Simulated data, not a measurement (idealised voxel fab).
A process module follows: voxel wiring stack.
The cross-section shown here is cut; it is 270 nm wide and divided into square cells measuring 5 nm on a side.
Throughout this document, each cross-section is represented as a grid of square cells and is presented as a sequence of bands enumerated from the top downward, where a band comprises one or more rows of cells. Band: top and bottom heights (nm) first, top before bottom; then materials from left to right, widths in nm. "edge to edge" marks a sole material filling the band edge to edge. "air" denotes empty space. Basically, 0 is our baseline, since under it the wafer straight out of the box is all one material. The bottom band has no lower end and keeps on going down, so it looks like "0 nm and below". The notation "30..40" denotes a width that varies across the rows of cells in the band, beginning at the first number in the top row, finishing at the second number in the bottom row, and changing by an identical amount from each row to the next. When a step is marked "all unchanged", none of the cells in the cross-section changed during that step. "Cavities, sealed" specifies each empty space that is not open to the top and that occupies no fewer than 8 cells, using the form width x height at distance, the distance measured from the left edge and all three quantities in nm. Whatever follows a step's settings on its line is a remark the simulator itself makes about that step. overlay nm: right-of-plan distance of the mask on a masked step; negative values mean left-of-plan.

The following list gives the planned process steps:
step 1: RECEIVE (material Si)
step 2: CONFORMAL_DEP (material SiO2; thk nm 10)
step 3: DIRECTIONAL_DEP (material TiN; thk nm 5)
step 4: DIRECTIONAL_DEP (material W; thk nm 15)
step 5: MASKED_ETCH (tone cover; mask id METAL_1; width nm 25; pitch nm 40; etch materials W; depth nm 15; overlay nm 0)
step 6: MASKED_ETCH (tone cover; mask id METAL_1; width nm 25; pitch nm 40; etch materials TiN; depth nm 5; overlay nm 0)
step 7: FILL_DEP (material lowk; thk nm 10)
step 8: CMP (height nm 30)
step 9: CONFORMAL_DEP (material SiCN; thk nm 5)
step 10: DIRECTIONAL_DEP (material SiO2; thk nm 10)
step 11: DIRECTIONAL_DEP (material aC; thk nm 15)
step 12: PATTERN (tone open; mask id PLUG_1; material resist; width nm 15; pitch nm 40; thk nm 30; overlay nm 0)
step 13: DIRECTIONAL_ETCH (etch materials aC; depth nm 15)
step 14: STRIP (etch materials resist)
step 15: DIRECTIONAL_ETCH (etch materials SiO2; depth nm 10)
step 16: DIRECTIONAL_ETCH (etch materials SiCN; depth nm 5)
step 17: STRIP (etch materials aC)
step 18: CONFORMAL_DEP (material TiN; thk nm 5)
step 19: FILL_DEP (material W; thk nm 5)
step 20: CMP (height nm 45)
step 21: CONFORMAL_DEP (material SiCN; thk nm 5)
step 22: DIRECTIONAL_DEP (material SiO2; thk nm 15)
step 23: MASKED_ETCH (tone open; mask id METAL_2; width nm 25; pitch nm 40; etch materials SiO2; depth nm 15; overlay nm 0)
step 24: MASKED_ETCH (tone open; mask id METAL_2; width nm 25; pitch nm 40; etch materials SiCN; depth nm 5; overlay nm 0)
step 25: CONFORMAL_DEP (material TiN; thk nm 5)
step 26: FILL_DEP (material Cu; thk nm 5)
step 27: CMP (height nm 65)
step 28: CONFORMAL_DEP (material SiCN; thk nm 5)
step 29: DIRECTIONAL_DEP (material lowk; thk nm 35)
step 30: DIRECTIONAL_DEP (material aC; thk nm 15)
step 31: PATTERN (tone open; mask id METAL_3_HOLES; material resist; width nm 15; pitch nm 40; thk nm 30; overlay nm 0)
step 32: DIRECTIONAL_ETCH (etch materials aC; depth nm 15)
step 33: STRIP (etch materials resist)
step 34: DIRECTIONAL_ETCH (etch materials lowk; depth nm 35)
step 35: STRIP (etch materials aC)
step 36: DIRECTIONAL_DEP (material aC; thk nm 5)
step 37: PATTERN (tone open; mask id METAL_3; material resist; width nm 25; pitch nm 40; thk nm 35; overlay nm 0)
step 38: DIRECTIONAL_ETCH (etch materials aC; depth nm 15)
step 39: STRIP (etch materials resist)
step 40: DIRECTIONAL_ETCH (etch materials lowk; depth nm 20)
step 41: DIRECTIONAL_ETCH (etch materials SiCN; depth nm 5)
step 42: STRIP (etch materials aC)
step 43: CONFORMAL_DEP (material TiN; thk nm 5)
step 44: FILL_DEP (material Ru; thk nm 5)
step 45: CMP (height nm 105)
step 46: CONFORMAL_DEP (material SiCN; thk nm 5)
step 47: DIRECTIONAL_DEP (material SiO2; thk nm 25)
step 48: PATTERN (tone open; mask id METAL_4; material resist; width nm 25; pitch nm 40; thk nm 15; overlay nm 0)
step 49: DIRECTIONAL_ETCH (etch materials SiO2; depth nm 15)
step 50: STRIP (etch materials resist)
step 51: DIRECTIONAL_DEP (material aC; thk nm 15)
step 52: PATTERN (tone open; mask id METAL_4_HOLES; material resist; width nm 15; pitch nm 80; thk nm 35; overlay nm 0)
step 53: DIRECTIONAL_ETCH (etch materials aC; depth nm 15)
step 54: STRIP (etch materials resist)
step 55: DIRECTIONAL_ETCH (etch materials SiO2; depth nm 10)
step 56: DIRECTIONAL_ETCH (etch materials SiCN; depth nm 5)
step 57: STRIP (etch materials aC)
step 58: CONFORMAL_DEP (material TiN; thk nm 5)
step 59: FILL_DEP (material Ru; thk nm 5)
step 60: CMP (height nm 135)
step 61: CONFORMAL_DEP (material SiN; thk nm 5)
It is noted that the wafers described herein are identical at the outset and are distinguished by the thk nm of step 36; the value stated in the plan corresponds to the first wafer.

First of several wafers, received after step 1, in cross-section:
    0 nm and below = Si edge to edge
    Cavities, sealed: none

What follows is a table in which each wafer occupies a row; for the wafer as it stands at the close of the module, the row states, material by material, how many cells have been gained (+) or lost (-) since receipt, and then gives its closed voids:
thk nm 5 | +27 Cu | +63 Ru | +177 SiCN | +54 SiN | +528 SiO2 | +165 TiN | +51 W | +447 lowk | Cavities, sealed: none
thk nm 10 | +27 Cu | +63 Ru | +177 SiCN | +54 SiN | +528 SiO2 | +165 TiN | +51 W | +447 lowk | Cavities, sealed: none
thk nm 15 | +27 Cu | +63 Ru | +177 SiCN | +54 SiN | +528 SiO2 | +165 TiN | +51 W | +447 lowk | Cavities, sealed: none
thk nm 20 | +27 Cu | +42 Ru | +186 SiCN | +54 SiN | +528 SiO2 | +153 TiN | +51 W | +471 lowk | Cavities, sealed: none
thk nm 25 | +27 Cu | +42 Ru | +186 SiCN | +54 SiN | +528 SiO2 | +153 TiN | +51 W | +471 lowk | Cavities, sealed: none
thk nm 30 | +27 Cu | +42 Ru | +186 SiCN | +54 SiN | +528 SiO2 | +153 TiN | +51 W | +471 lowk | Cavities, sealed: none
